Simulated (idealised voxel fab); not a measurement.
Title: Process Module voxel wiring stack
Cross-section cut: width 260 nm, square cells of 5 nm.
Just so we're on the same page, the cross-sections are grids of square cells, and they're listed out in bands top to bottom, each band one or more rows deep. Top, bottom (nm), then materials left to right with widths (nm); lone material tagged "everywhere" fills the whole band edge to edge; "empty" = empty space. Basically, 0 is our baseline, since under it the wafer straight out of the box is all one material. The bottom band has no lower end and keeps on going down, so it looks like "0 nm and below". It should be noted that a width expressed as "30->40" varies in equal increments from row to row of cells within the band, taking the value of the first number at the top row and that of the second number at the bottom row. When a step is marked "nothing altered", none of the cells in the cross-section changed during that step. Closed-off voids of 8+ cells (no open route to the top) go in "Fully sealed cavities", written width x height at distance from the left edge, in nm. Note: text after step settings on the step line = simulator remark on that step. What "overlay nm" on a step's line means: if the step has a mask, that mask lay this far to the right of its planned place, or, when the value is negative, to the left.

PLANNED PROCESS STEPS
1. RECEIVE, material Si
2. CONFORMAL_DEP, material SiO2, thk nm 10
3. DIRECTIONAL_DEP, material TiN, thk nm 5
4. DIRECTIONAL_DEP, material W, thk nm 25
5. MASKED_ETCH, tone cover, mask id METAL_1, width nm 25, pitch nm 40, etch materials W, depth nm 25, overlay nm 0
6. MASKED_ETCH, tone cover, mask id METAL_1, width nm 25, pitch nm 40, etch materials TiN, depth nm 5, overlay nm 0
7. FILL_DEP, material lowk, thk nm 5
8. CMP, height nm 40
9. CONFORMAL_DEP, material SiCN, thk nm 5
10. DIRECTIONAL_DEP, material SiO2, thk nm 10
11. PATTERN, tone open, mask id PLUG_1, material resist, width nm 15, pitch nm 40, thk nm 15, overlay nm 0
12. DIRECTIONAL_ETCH, etch materials SiO2, depth nm 10
13. DIRECTIONAL_ETCH, etch materials SiCN, depth nm 5
14. STRIP, etch materials resist
15. CONFORMAL_DEP, material TiN, thk nm 5
16. FILL_DEP, material Ru, thk nm 10
17. CMP, height nm 55
18. DIRECTIONAL_DEP, material TiN, thk nm 5
19. DIRECTIONAL_DEP, material Ru, thk nm 25
20. DIRECTIONAL_DEP, material aC, thk nm 15
21. PATTERN, tone cover, mask id METAL_2, material resist, width nm 25, pitch nm 40, thk nm 35, overlay nm 0
22. DIRECTIONAL_ETCH, etch materials aC, depth nm 15
23. STRIP, etch materials resist
24. DIRECTIONAL_ETCH, etch materials Ru, depth nm 25
25. DIRECTIONAL_ETCH, etch materials TiN, depth nm 5
26. STRIP, etch materials aC
27. CONFORMAL_DEP, material SiCN, thk nm 5
28. FILL_DEP, material SiO2, thk nm 5
29. CMP, height nm 85
30. CONFORMAL_DEP, material SiCN, thk nm 5
31. DIRECTIONAL_DEP, material lowk, thk nm 20
32. PATTERN, tone open, mask id PLUG_2, material resist, width nm 15, pitch nm 80, thk nm 20, overlay nm 0
33. DIRECTIONAL_ETCH, etch materials lowk, depth nm 20
34. DIRECTIONAL_ETCH, etch materials SiCN, depth nm 5
35. STRIP, etch materials resist
36. CONFORMAL_DEP, material TiN, thk nm 5
37. FILL_DEP, material Ru, thk nm 5
38. CMP, height nm 110
39. CONFORMAL_DEP, material SiN, thk nm 5
40. DIRECTIONAL_DEP, material SiO2, thk nm 15
41. MASKED_ETCH, tone open, mask id METAL_3, width nm 25, pitch nm 40, etch materials SiO2, depth nm 15, overlay nm 0
42. MASKED_ETCH, tone open, mask id METAL_3, width nm 25, pitch nm 40, etch materials SiN, depth nm 5, overlay nm 0
43. CONFORMAL_DEP, material TiN, thk nm 5
44. FILL_DEP, material Cu, thk nm 5
45. CMP, height nm 130
46. CONFORMAL_DEP, material SiCN, thk nm 5

CONCERNING THE FIRST OF TWO WAFERS, WHICH WAS RUN IN ACCORDANCE WITH THE PLAN

AS-RECEIVED STATE OF THE WAFER IN CROSS-SECTION, EQUIVALENT TO POST-STEP 1
- 0 nm and below  Si everywhere
- Fully sealed cavities: none

STEP 2 COMPLETE: CROSS-SECTION THROUGH THE WAFER
- 10 nm to 0 nm  SiO2 everywhere
- Below 0, no change.

STEP 3 COMPLETE: CROSS-SECTION THROUGH THE WAFER
- 15 nm to 10 nm  TiN everywhere
- Below 10, no change.

STEP 4 COMPLETE: CROSS-SECTION THROUGH THE WAFER
- 40 nm to 15 nm  W everywhere
- Below 15, no change.

STEP 5 COMPLETE: CROSS-SECTION THROUGH THE WAFER
- 40 nm to 15 nm  empty=55; W=25; empty=15; W=25; empty=15; W=25; empty=15; W=25; empty=60
- Below 15, no change.

STEP 6 COMPLETE: CROSS-SECTION THROUGH THE WAFER
- 40 nm to 15 nm  empty=55; W=25; empty=15; W=25; empty=15; W=25; empty=15; W=25; empty=60
- 15 nm to 10 nm  empty=55; TiN=25; empty=15; TiN=25; empty=15; TiN=25; empty=15; TiN=25; empty=60
- Below 10, no change.

STEP 7 COMPLETE: CROSS-SECTION THROUGH THE WAFER
- 45 nm to 40 nm  lowk everywhere
- 40 nm to 15 nm  lowk=55; W=25; lowk=15; W=25; lowk=15; W=25; lowk=15; W=25; lowk=60
- 15 nm to 10 nm  lowk=55; TiN=25; lowk=15; TiN=25; lowk=15; TiN=25; lowk=15; TiN=25; lowk=60
- Below 10, no change.

STEP 8 COMPLETE: CROSS-SECTION THROUGH THE WAFER
- 40 nm to 15 nm  lowk=55; W=25; lowk=15; W=25; lowk=15; W=25; lowk=15; W=25; lowk=60
- Below 15, no change.

STEP 9 COMPLETE: CROSS-SECTION THROUGH THE WAFER
- 45 nm to 40 nm  SiCN everywhere
- Below 40, no change.

STEP 10 COMPLETE: CROSS-SECTION THROUGH THE WAFER
- 55 nm to 45 nm  SiO2 everywhere
- Below 45, no change.

STEP 11 COMPLETE: CROSS-SECTION THROUGH THE WAFER
- 70 nm to 55 nm  resist=55; empty=15; resist=25; empty=15; resist=25; empty=15; resist=25; empty=15; resist=70
- Below 55, no change.

STEP 12 COMPLETE: CROSS-SECTION THROUGH THE WAFER
- 70 nm to 55 nm  resist=55; empty=15; resist=25; empty=15; resist=25; empty=15; resist=25; empty=15; resist=70
- 55 nm to 45 nm  SiO2=55; empty=15; SiO2=25; empty=15; SiO2=25; empty=15; SiO2=25; empty=15; SiO2=70
- Below 45, no change.

STEP 13 COMPLETE: CROSS-SECTION THROUGH THE WAFER
- 70 nm to 55 nm  resist=55; empty=15; resist=25; empty=15; resist=25; empty=15; resist=25; empty=15; resist=70
- 55 nm to 45 nm  SiO2=55; empty=15; SiO2=25; empty=15; SiO2=25; empty=15; SiO2=25; empty=15; SiO2=70
- 45 nm to 40 nm  SiCN=55; empty=15; SiCN=25; empty=15; SiCN=25; empty=15; SiCN=25; empty=15; SiCN=70
- Below 40, no change.

STEP 14 COMPLETE: CROSS-SECTION THROUGH THE WAFER
- 55 nm to 45 nm  SiO2=55; empty=15; SiO2=25; empty=15; SiO2=25; empty=15; SiO2=25; empty=15; SiO2=70
- Below 45, no change.

STEP 15 COMPLETE: CROSS-SECTION THROUGH THE WAFER
- 60 nm to 55 nm  TiN=60; empty=5; TiN=35; empty=5; TiN=35; empty=5; TiN=35; empty=5; TiN=75
- 55 nm to 45 nm  SiO2=55; TiN=5; empty=5; TiN=5; SiO2=25; TiN=5; empty=5; TiN=5; SiO2=25; TiN=5; empty=5; TiN=5; SiO2=25; TiN=5; empty=5; TiN=5; SiO2=70
- 45 nm to 40 nm  SiCN=55; TiN=15; SiCN=25; TiN=15; SiCN=25; TiN=15; SiCN=25; TiN=15; SiCN=70
- Below 40, no change.

STEP 16 COMPLETE: CROSS-SECTION THROUGH THE WAFER
- 70 nm to 60 nm  Ru everywhere
- 60 nm to 55 nm  TiN=60; Ru=5; TiN=35; Ru=5; TiN=35; Ru=5; TiN=35; Ru=5; TiN=75
- 55 nm to 45 nm  SiO2=55; TiN=5; Ru=5; TiN=5; SiO2=25; TiN=5; Ru=5; TiN=5; SiO2=25; TiN=5; Ru=5; TiN=5; SiO2=25; TiN=5; Ru=5; TiN=5; SiO2=70
- Below 45, no change.

STEP 17 COMPLETE: CROSS-SECTION THROUGH THE WAFER
- 55 nm to 45 nm  SiO2=55; TiN=5; Ru=5; TiN=5; SiO2=25; TiN=5; Ru=5; TiN=5; SiO2=25; TiN=5; Ru=5; TiN=5; SiO2=25; TiN=5; Ru=5; TiN=5; SiO2=70
- Below 45, no change.

STEP 18 COMPLETE: CROSS-SECTION THROUGH THE WAFER
- 60 nm to 55 nm  TiN everywhere
- Below 55, no change.

STEP 19 COMPLETE: CROSS-SECTION THROUGH THE WAFER
- 85 nm to 60 nm  Ru everywhere
- Below 60, no change.

STEP 20 COMPLETE: CROSS-SECTION THROUGH THE WAFER
- 100 nm to 85 nm  aC everywhere
- Below 85, no change.

STEP 21 COMPLETE: CROSS-SECTION THROUGH THE WAFER
- 135 nm to 100 nm  empty=55; resist=25; empty=15; resist=25; empty=15; resist=25; empty=15; resist=25; empty=60
- Below 100, no change.

STEP 22 COMPLETE: CROSS-SECTION THROUGH THE WAFER
- 120 nm to 100 nm  empty=55; resist=25; empty=15; resist=25; empty=15; resist=25; empty=15; resist=25; empty=60
- 100 nm to 85 nm  empty=55; aC=25; empty=15; aC=25; empty=15; aC=25; empty=15; aC=25; empty=60
- Below 85, no change.

STEP 23 COMPLETE: CROSS-SECTION THROUGH THE WAFER
- 100 nm to 85 nm  empty=55; aC=25; empty=15; aC=25; empty=15; aC=25; empty=15; aC=25; empty=60
- Below 85, no change.

STEP 24 COMPLETE: CROSS-SECTION THROUGH THE WAFER
- 100 nm to 85 nm  empty=55; aC=25; empty=15; aC=25; empty=15; aC=25; empty=15; aC=25; empty=60
- 85 nm to 60 nm  empty=55; Ru=25; empty=15; Ru=25; empty=15; Ru=25; empty=15; Ru=25; empty=60
- Below 60, no change.

STEP 25 COMPLETE: CROSS-SECTION THROUGH THE WAFER
- 100 nm to 85 nm  empty=55; aC=25; empty=15; aC=25; empty=15; aC=25; empty=15; aC=25; empty=60
- 85 nm to 60 nm  empty=55; Ru=25; empty=15; Ru=25; empty=15; Ru=25; empty=15; Ru=25; empty=60
- 60 nm to 55 nm  empty=55; TiN=25; empty=15; TiN=25; empty=15; TiN=25; empty=15; TiN=25; empty=60
- Below 55, no change.

STEP 26 COMPLETE: CROSS-SECTION THROUGH THE WAFER
- 85 nm to 60 nm  empty=55; Ru=25; empty=15; Ru=25; empty=15; Ru=25; empty=15; Ru=25; empty=60
- Below 60, no change.

STEP 27 COMPLETE: CROSS-SECTION THROUGH THE WAFER
- 90 nm to 85 nm  empty=50; SiCN=35; empty=5; SiCN=35; empty=5; SiCN=35; empty=5; SiCN=35; empty=55
- 85 nm to 60 nm  empty=50; SiCN=5; Ru=25; SiCN=5; empty=5; SiCN=5; Ru=25; SiCN=5; empty=5; SiCN=5; Ru=25; SiCN=5; empty=5; SiCN=5; Ru=25; SiCN=5; empty=55
- 60 nm to 55 nm  SiCN=55; TiN=25; SiCN=15; TiN=25; SiCN=15; TiN=25; SiCN=15; TiN=25; SiCN=60
- Below 55, no change.

STEP 28 COMPLETE: CROSS-SECTION THROUGH THE WAFER
- 95 nm to 90 nm  SiO2 everywhere
- 90 nm to 85 nm  SiO2=50; SiCN=35; SiO2=5; SiCN=35; SiO2=5; SiCN=35; SiO2=5; SiCN=35; SiO2=55
- 85 nm to 60 nm  SiO2=50; SiCN=5; Ru=25; SiCN=5; SiO2=5; SiCN=5; Ru=25; SiCN=5; SiO2=5; SiCN=5; Ru=25; SiCN=5; SiO2=5; SiCN=5; Ru=25; SiCN=5; SiO2=55
- Below 60, no change.

STEP 29 COMPLETE: CROSS-SECTION THROUGH THE WAFER
- 85 nm to 60 nm  SiO2=50; SiCN=5; Ru=25; SiCN=5; SiO2=5; SiCN=5; Ru=25; SiCN=5; SiO2=5; SiCN=5; Ru=25; SiCN=5; SiO2=5; SiCN=5; Ru=25; SiCN=5; SiO2=55
- Below 60, no change.

STEP 30 COMPLETE: CROSS-SECTION THROUGH THE WAFER
- 90 nm to 85 nm  SiCN everywhere
- Below 85, no change.

STEP 31 COMPLETE: CROSS-SECTION THROUGH THE WAFER
- 110 nm to 90 nm  lowk everywhere
- Below 90, no change.

STEP 32 COMPLETE: CROSS-SECTION THROUGH THE WAFER
- 130 nm to 110 nm  resist=55; empty=15; resist=65; empty=15; resist=110
- Below 110, no change.

STEP 33 COMPLETE: CROSS-SECTION THROUGH THE WAFER
- 130 nm to 110 nm  resist=55; empty=15; resist=65; empty=15; resist=110
- 110 nm to 90 nm  lowk=55; empty=15; lowk=65; empty=15; lowk=110
- Below 90, no change.

STEP 34 COMPLETE: CROSS-SECTION THROUGH THE WAFER
- 130 nm to 110 nm  resist=55; empty=15; resist=65; empty=15; resist=110
- 110 nm to 90 nm  lowk=55; empty=15; lowk=65; empty=15; lowk=110
- 90 nm to 85 nm  SiCN=55; empty=15; SiCN=65; empty=15; SiCN=110
- Below 85, no change.

STEP 35 COMPLETE: CROSS-SECTION THROUGH THE WAFER
- 110 nm to 90 nm  lowk=55; empty=15; lowk=65; empty=15; lowk=110
- Below 90, no change.

STEP 36 COMPLETE: CROSS-SECTION THROUGH THE WAFER
- 115 nm to 110 nm  TiN=60; empty=5; TiN=75; empty=5; TiN=115
- 110 nm to 90 nm  lowk=55; TiN=5; empty=5; TiN=5; lowk=65; TiN=5; empty=5; TiN=5; lowk=110
- 90 nm to 85 nm  SiCN=55; TiN=15; SiCN=65; TiN=15; SiCN=110
- Below 85, no change.

STEP 37 COMPLETE: CROSS-SECTION THROUGH THE WAFER
- 120 nm to 115 nm  Ru everywhere
- 115 nm to 110 nm  TiN=60; Ru=5; TiN=75; Ru=5; TiN=115
- 110 nm to 90 nm  lowk=55; TiN=5; Ru=5; TiN=5; lowk=65; TiN=5; Ru=5; TiN=5; lowk=110
- Below 90, no change.

STEP 38 COMPLETE: CROSS-SECTION THROUGH THE WAFER
- 110 nm to 90 nm  lowk=55; TiN=5; Ru=5; TiN=5; lowk=65; TiN=5; Ru=5; TiN=5; lowk=110
- Below 90, no change.

STEP 39 COMPLETE: CROSS-SECTION THROUGH THE WAFER
- 115 nm to 110 nm  SiN everywhere
- Below 110, no change.

STEP 40 COMPLETE: CROSS-SECTION THROUGH THE WAFER
- 130 nm to 115 nm  SiO2 everywhere
- Below 115, no change.

STEP 41 COMPLETE: CROSS-SECTION THROUGH THE WAFER
- 130 nm to 115 nm  SiO2=55; empty=25; SiO2=15; empty=25; SiO2=15; empty=25; SiO2=15; empty=25; SiO2=60
- Below 115, no change.

STEP 42 COMPLETE: CROSS-SECTION THROUGH THE WAFER
- 130 nm to 115 nm  SiO2=55; empty=25; SiO2=15; empty=25; SiO2=15; empty=25; SiO2=15; empty=25; SiO2=60
- 115 nm to 110 nm  SiN=55; empty=25; SiN=15; empty=25; SiN=15; empty=25; SiN=15; empty=25; SiN=60
- Below 110, no change.

STEP 43 COMPLETE: CROSS-SECTION THROUGH THE WAFER
- 135 nm to 130 nm  TiN=60; empty=15; TiN=25; empty=15; TiN=25; empty=15; TiN=25; empty=15; TiN=65
- 130 nm to 115 nm  SiO2=55; TiN=5; empty=15; TiN=5; SiO2=15; TiN=5; empty=15; TiN=5; SiO2=15; TiN=5; empty=15; TiN=5; SiO2=15; TiN=5; empty=15; TiN=5; SiO2=60
- 115 nm to 110 nm  SiN=55; TiN=25; SiN=15; TiN=25; SiN=15; TiN=25; SiN=15; TiN=25; SiN=60
- Below 110, no change.

STEP 44 COMPLETE: CROSS-SECTION THROUGH THE WAFER
- 140 nm to 135 nm  Cu everywhere
- 135 nm to 130 nm  TiN=60; Cu=15; TiN=25; Cu=15; TiN=25; Cu=15; TiN=25; Cu=15; TiN=65
- 130 nm to 115 nm  SiO2=55; TiN=5; Cu=15; TiN=5; SiO2=15; TiN=5; Cu=15; TiN=5; SiO2=15; TiN=5; Cu=15; TiN=5; SiO2=15; TiN=5; Cu=15; TiN=5; SiO2=60
- Below 115, no change.

STEP 45 COMPLETE: CROSS-SECTION THROUGH THE WAFER
- 130 nm to 115 nm  SiO2=55; TiN=5; Cu=15; TiN=5; SiO2=15; TiN=5; Cu=15; TiN=5; SiO2=15; TiN=5; Cu=15; TiN=5; SiO2=15; TiN=5; Cu=15; TiN=5; SiO2=60
- Below 115, no change.

STEP 46 COMPLETE: CROSS-SECTION THROUGH THE WAFER
- 135 nm to 130 nm  SiCN everywhere
- Below 130, no change.

NOW THE OTHER WAFER: SAME START, SAME RECIPE, BUT WE MESSED UP ONE THING WHEN RUNNING IT. UP TO AND INCLUDING STEP 10 IT'S THE SAME AS THE FIRST ONE

CROSS-SECTIONAL VIEW OF THE SECOND WAFER AT THE INTENDED END TIME OF PROCESS STEP 11
- 70 nm to 55 nm  resist=55; empty=20; resist=20; empty=20; resist=20; empty=20; resist=20; empty=20; resist=65
- Below 55, no change.

CROSS-SECTIONAL VIEW OF THE SECOND WAFER AT THE INTENDED END TIME OF PROCESS STEP 12
- 70 nm to 55 nm  resist=55; empty=20; resist=20; empty=20; resist=20; empty=20; resist=20; empty=20; resist=65
- 55 nm to 45 nm  SiO2=55; empty=20; SiO2=20; empty=20; SiO2=20; empty=20; SiO2=20; empty=20; SiO2=65
- Below 45, no change.

CROSS-SECTIONAL VIEW OF THE SECOND WAFER AT THE INTENDED END TIME OF PROCESS STEP 13
- 70 nm to 55 nm  resist=55; empty=20; resist=20; empty=20; resist=20; empty=20; resist=20; empty=20; resist=65
- 55 nm to 45 nm  SiO2=55; empty=20; SiO2=20; empty=20; SiO2=20; empty=20; SiO2=20; empty=20; SiO2=65
- 45 nm to 40 nm  SiCN=55; empty=20; SiCN=20; empty=20; SiCN=20; empty=20; SiCN=20; empty=20; SiCN=65
- Below 40, no change.

CROSS-SECTIONAL VIEW OF THE SECOND WAFER AT THE INTENDED END TIME OF PROCESS STEP 14
- 55 nm to 45 nm  SiO2=55; empty=20; SiO2=20; empty=20; SiO2=20; empty=20; SiO2=20; empty=20; SiO2=65
- Below 45, no change.

CROSS-SECTIONAL VIEW OF THE SECOND WAFER AT THE INTENDED END TIME OF PROCESS STEP 15
- 60 nm to 55 nm  TiN=60; empty=10; TiN=30; empty=10; TiN=30; empty=10; TiN=30; empty=10; TiN=70
- 55 nm to 45 nm  SiO2=55; TiN=5; empty=10; TiN=5; SiO2=20; TiN=5; empty=10; TiN=5; SiO2=20; TiN=5; empty=10; TiN=5; SiO2=20; TiN=5; empty=10; TiN=5; SiO2=65
- 45 nm to 40 nm  SiCN=55; TiN=20; SiCN=20; TiN=20; SiCN=20; TiN=20; SiCN=20; TiN=20; SiCN=65
- Below 40, no change.

CROSS-SECTIONAL VIEW OF THE SECOND WAFER AT THE INTENDED END TIME OF PROCESS STEP 16
- 70 nm to 60 nm  Ru everywhere
- 60 nm to 55 nm  TiN=60; Ru=10; TiN=30; Ru=10; TiN=30; Ru=10; TiN=30; Ru=10; TiN=70
- 55 nm to 45 nm  SiO2=55; TiN=5; Ru=10; TiN=5; SiO2=20; TiN=5; Ru=10; TiN=5; SiO2=20; TiN=5; Ru=10; TiN=5; SiO2=20; TiN=5; Ru=10; TiN=5; SiO2=65
- Below 45, no change.

CROSS-SECTIONAL VIEW OF THE SECOND WAFER AT THE INTENDED END TIME OF PROCESS STEP 17
- 55 nm to 45 nm  SiO2=55; TiN=5; Ru=10; TiN=5; SiO2=20; TiN=5; Ru=10; TiN=5; SiO2=20; TiN=5; Ru=10; TiN=5; SiO2=20; TiN=5; Ru=10; TiN=5; SiO2=65
- Below 45, no change.

CROSS-SECTIONAL VIEW OF THE SECOND WAFER AT THE INTENDED END TIME OF PROCESS STEP 18
- 60 nm to 55 nm  TiN everywhere
- Below 55, no change.

CROSS-SECTIONAL VIEW OF THE SECOND WAFER AT THE INTENDED END TIME OF PROCESS STEP 19
- 85 nm to 60 nm  Ru everywhere
- Below 60, no change.

CROSS-SECTIONAL VIEW OF THE SECOND WAFER AT THE INTENDED END TIME OF PROCESS STEP 20
- 100 nm to 85 nm  aC everywhere
- Below 85, no change.

CROSS-SECTIONAL VIEW OF THE SECOND WAFER AT THE INTENDED END TIME OF PROCESS STEP 21
- 135 nm to 100 nm  empty=55; resist=25; empty=15; resist=25; empty=15; resist=25; empty=15; resist=25; empty=60
- Below 100, no change.

CROSS-SECTIONAL VIEW OF THE SECOND WAFER AT THE INTENDED END TIME OF PROCESS STEP 22
- 120 nm to 100 nm  empty=55; resist=25; empty=15; resist=25; empty=15; resist=25; empty=15; resist=25; empty=60
- 100 nm to 85 nm  empty=55; aC=25; empty=15; aC=25; empty=15; aC=25; empty=15; aC=25; empty=60
- Below 85, no change.

CROSS-SECTIONAL VIEW OF THE SECOND WAFER AT THE INTENDED END TIME OF PROCESS STEP 23
- 100 nm to 85 nm  empty=55; aC=25; empty=15; aC=25; empty=15; aC=25; empty=15; aC=25; empty=60
- Below 85, no change.

CROSS-SECTIONAL VIEW OF THE SECOND WAFER AT THE INTENDED END TIME OF PROCESS STEP 24
- 100 nm to 85 nm  empty=55; aC=25; empty=15; aC=25; empty=15; aC=25; empty=15; aC=25; empty=60
- 85 nm to 60 nm  empty=55; Ru=25; empty=15; Ru=25; empty=15; Ru=25; empty=15; Ru=25; empty=60
- Below 60, no change.

CROSS-SECTIONAL VIEW OF THE SECOND WAFER AT THE INTENDED END TIME OF PROCESS STEP 25
- 100 nm to 85 nm  empty=55; aC=25; empty=15; aC=25; empty=15; aC=25; empty=15; aC=25; empty=60
- 85 nm to 60 nm  empty=55; Ru=25; empty=15; Ru=25; empty=15; Ru=25; empty=15; Ru=25; empty=60
- 60 nm to 55 nm  empty=55; TiN=25; empty=15; TiN=25; empty=15; TiN=25; empty=15; TiN=25; empty=60
- Below 55, no change.

CROSS-SECTIONAL VIEW OF THE SECOND WAFER AT THE INTENDED END TIME OF PROCESS STEP 26
- 85 nm to 60 nm  empty=55; Ru=25; empty=15; Ru=25; empty=15; Ru=25; empty=15; Ru=25; empty=60
- Below 60, no change.

CROSS-SECTIONAL VIEW OF THE SECOND WAFER AT THE INTENDED END TIME OF PROCESS STEP 27
- 90 nm to 85 nm  empty=50; SiCN=35; empty=5; SiCN=35; empty=5; SiCN=35; empty=5; SiCN=35; empty=55
- 85 nm to 60 nm  empty=50; SiCN=5; Ru=25; SiCN=5; empty=5; SiCN=5; Ru=25; SiCN=5; empty=5; SiCN=5; Ru=25; SiCN=5; empty=5; SiCN=5; Ru=25; SiCN=5; empty=55
- 60 nm to 55 nm  SiCN=55; TiN=25; SiCN=15; TiN=25; SiCN=15; TiN=25; SiCN=15; TiN=25; SiCN=60
- Below 55, no change.

CROSS-SECTIONAL VIEW OF THE SECOND WAFER AT THE INTENDED END TIME OF PROCESS STEP 28
- 95 nm to 90 nm  SiO2 everywhere
- 90 nm to 85 nm  SiO2=50; SiCN=35; SiO2=5; SiCN=35; SiO2=5; SiCN=35; SiO2=5; SiCN=35; SiO2=55
- 85 nm to 60 nm  SiO2=50; SiCN=5; Ru=25; SiCN=5; SiO2=5; SiCN=5; Ru=25; SiCN=5; SiO2=5; SiCN=5; Ru=25; SiCN=5; SiO2=5; SiCN=5; Ru=25; SiCN=5; SiO2=55
- Below 60, no change.

CROSS-SECTIONAL VIEW OF THE SECOND WAFER AT THE INTENDED END TIME OF PROCESS STEP 29
- 85 nm to 60 nm  SiO2=50; SiCN=5; Ru=25; SiCN=5; SiO2=5; SiCN=5; Ru=25; SiCN=5; SiO2=5; SiCN=5; Ru=25; SiCN=5; SiO2=5; SiCN=5; Ru=25; SiCN=5; SiO2=55
- Below 60, no change.

CROSS-SECTIONAL VIEW OF THE SECOND WAFER AT THE INTENDED END TIME OF PROCESS STEP 30
- 90 nm to 85 nm  SiCN everywhere
- Below 85, no change.

CROSS-SECTIONAL VIEW OF THE SECOND WAFER AT THE INTENDED END TIME OF PROCESS STEP 31
- 110 nm to 90 nm  lowk everywhere
- Below 90, no change.

CROSS-SECTIONAL VIEW OF THE SECOND WAFER AT THE INTENDED END TIME OF PROCESS STEP 32
- 130 nm to 110 nm  resist=55; empty=15; resist=65; empty=15; resist=110
- Below 110, no change.

CROSS-SECTIONAL VIEW OF THE SECOND WAFER AT THE INTENDED END TIME OF PROCESS STEP 33
- 130 nm to 110 nm  resist=55; empty=15; resist=65; empty=15; resist=110
- 110 nm to 90 nm  lowk=55; empty=15; lowk=65; empty=15; lowk=110
- Below 90, no change.

CROSS-SECTIONAL VIEW OF THE SECOND WAFER AT THE INTENDED END TIME OF PROCESS STEP 34
- 130 nm to 110 nm  resist=55; empty=15; resist=65; empty=15; resist=110
- 110 nm to 90 nm  lowk=55; empty=15; lowk=65; empty=15; lowk=110
- 90 nm to 85 nm  SiCN=55; empty=15; SiCN=65; empty=15; SiCN=110
- Below 85, no change.

CROSS-SECTIONAL VIEW OF THE SECOND WAFER AT THE INTENDED END TIME OF PROCESS STEP 35
- 110 nm to 90 nm  lowk=55; empty=15; lowk=65; empty=15; lowk=110
- Below 90, no change.

CROSS-SECTIONAL VIEW OF THE SECOND WAFER AT THE INTENDED END TIME OF PROCESS STEP 36
- 115 nm to 110 nm  TiN=60; empty=5; TiN=75; empty=5; TiN=115
- 110 nm to 90 nm  lowk=55; TiN=5; empty=5; TiN=5; lowk=65; TiN=5; empty=5; TiN=5; lowk=110
- 90 nm to 85 nm  SiCN=55; TiN=15; SiCN=65; TiN=15; SiCN=110
- Below 85, no change.

CROSS-SECTIONAL VIEW OF THE SECOND WAFER AT THE INTENDED END TIME OF PROCESS STEP 37
- 120 nm to 115 nm  Ru everywhere
- 115 nm to 110 nm  TiN=60; Ru=5; TiN=75; Ru=5; TiN=115
- 110 nm to 90 nm  lowk=55; TiN=5; Ru=5; TiN=5; lowk=65; TiN=5; Ru=5; TiN=5; lowk=110
- Below 90, no change.

CROSS-SECTIONAL VIEW OF THE SECOND WAFER AT THE INTENDED END TIME OF PROCESS STEP 38
- 110 nm to 90 nm  lowk=55; TiN=5; Ru=5; TiN=5; lowk=65; TiN=5; Ru=5; TiN=5; lowk=110
- Below 90, no change.

CROSS-SECTIONAL VIEW OF THE SECOND WAFER AT THE INTENDED END TIME OF PROCESS STEP 39
- 115 nm to 110 nm  SiN everywhere
- Below 110, no change.

CROSS-SECTIONAL VIEW OF THE SECOND WAFER AT THE INTENDED END TIME OF PROCESS STEP 40
- 130 nm to 115 nm  SiO2 everywhere
- Below 115, no change.

CROSS-SECTIONAL VIEW OF THE SECOND WAFER AT THE INTENDED END TIME OF PROCESS STEP 41
- 130 nm to 115 nm  SiO2=55; empty=25; SiO2=15; empty=25; SiO2=15; empty=25; SiO2=15; empty=25; SiO2=60
- Below 115, no change.

CROSS-SECTIONAL VIEW OF THE SECOND WAFER AT THE INTENDED END TIME OF PROCESS STEP 42
- 130 nm to 115 nm  SiO2=55; empty=25; SiO2=15; empty=25; SiO2=15; empty=25; SiO2=15; empty=25; SiO2=60
- 115 nm to 110 nm  SiN=55; empty=25; SiN=15; empty=25; SiN=15; empty=25; SiN=15; empty=25; SiN=60
- Below 110, no change.

CROSS-SECTIONAL VIEW OF THE SECOND WAFER AT THE INTENDED END TIME OF PROCESS STEP 43
- 135 nm to 130 nm  TiN=60; empty=15; TiN=25; empty=15; TiN=25; empty=15; TiN=25; empty=15; TiN=65
- 130 nm to 115 nm  SiO2=55; TiN=5; empty=15; TiN=5; SiO2=15; TiN=5; empty=15; TiN=5; SiO2=15; TiN=5; empty=15; TiN=5; SiO2=15; TiN=5; empty=15; TiN=5; SiO2=60
- 115 nm to 110 nm  SiN=55; TiN=25; SiN=15; TiN=25; SiN=15; TiN=25; SiN=15; TiN=25; SiN=60
- Below 110, no change.

CROSS-SECTIONAL VIEW OF THE SECOND WAFER AT THE INTENDED END TIME OF PROCESS STEP 44
- 140 nm to 135 nm  Cu everywhere
- 135 nm to 130 nm  TiN=60; Cu=15; TiN=25; Cu=15; TiN=25; Cu=15; TiN=25; Cu=15; TiN=65
- 130 nm to 115 nm  SiO2=55; TiN=5; Cu=15; TiN=5; SiO2=15; TiN=5; Cu=15; TiN=5; SiO2=15; TiN=5; Cu=15; TiN=5; SiO2=15; TiN=5; Cu=15; TiN=5; SiO2=60
- Below 115, no change.

CROSS-SECTIONAL VIEW OF THE SECOND WAFER AT THE INTENDED END TIME OF PROCESS STEP 45
- 130 nm to 115 nm  SiO2=55; TiN=5; Cu=15; TiN=5; SiO2=15; TiN=5; Cu=15; TiN=5; SiO2=15; TiN=5; Cu=15; TiN=5; SiO2=15; TiN=5; Cu=15; TiN=5; SiO2=60
- Below 115, no change.

CROSS-SECTIONAL VIEW OF THE SECOND WAFER AT THE INTENDED END TIME OF PROCESS STEP 46
- 135 nm to 130 nm  SiCN everywhere
- Below 130, no change.
Plan not followed: step 11 was not run as planned; what actually ran was PATTERN, tone open, mask id PLUG_1, material resist, width nm 20, pitch nm 40, thk nm 15, overlay nm 0
Wrapping up, a cell-based count of both wafers puts the second over or under the first for these materials: 8 more of Ru; 4 fewer of SiCN; 8 fewer of SiO2; 4 more of TiN
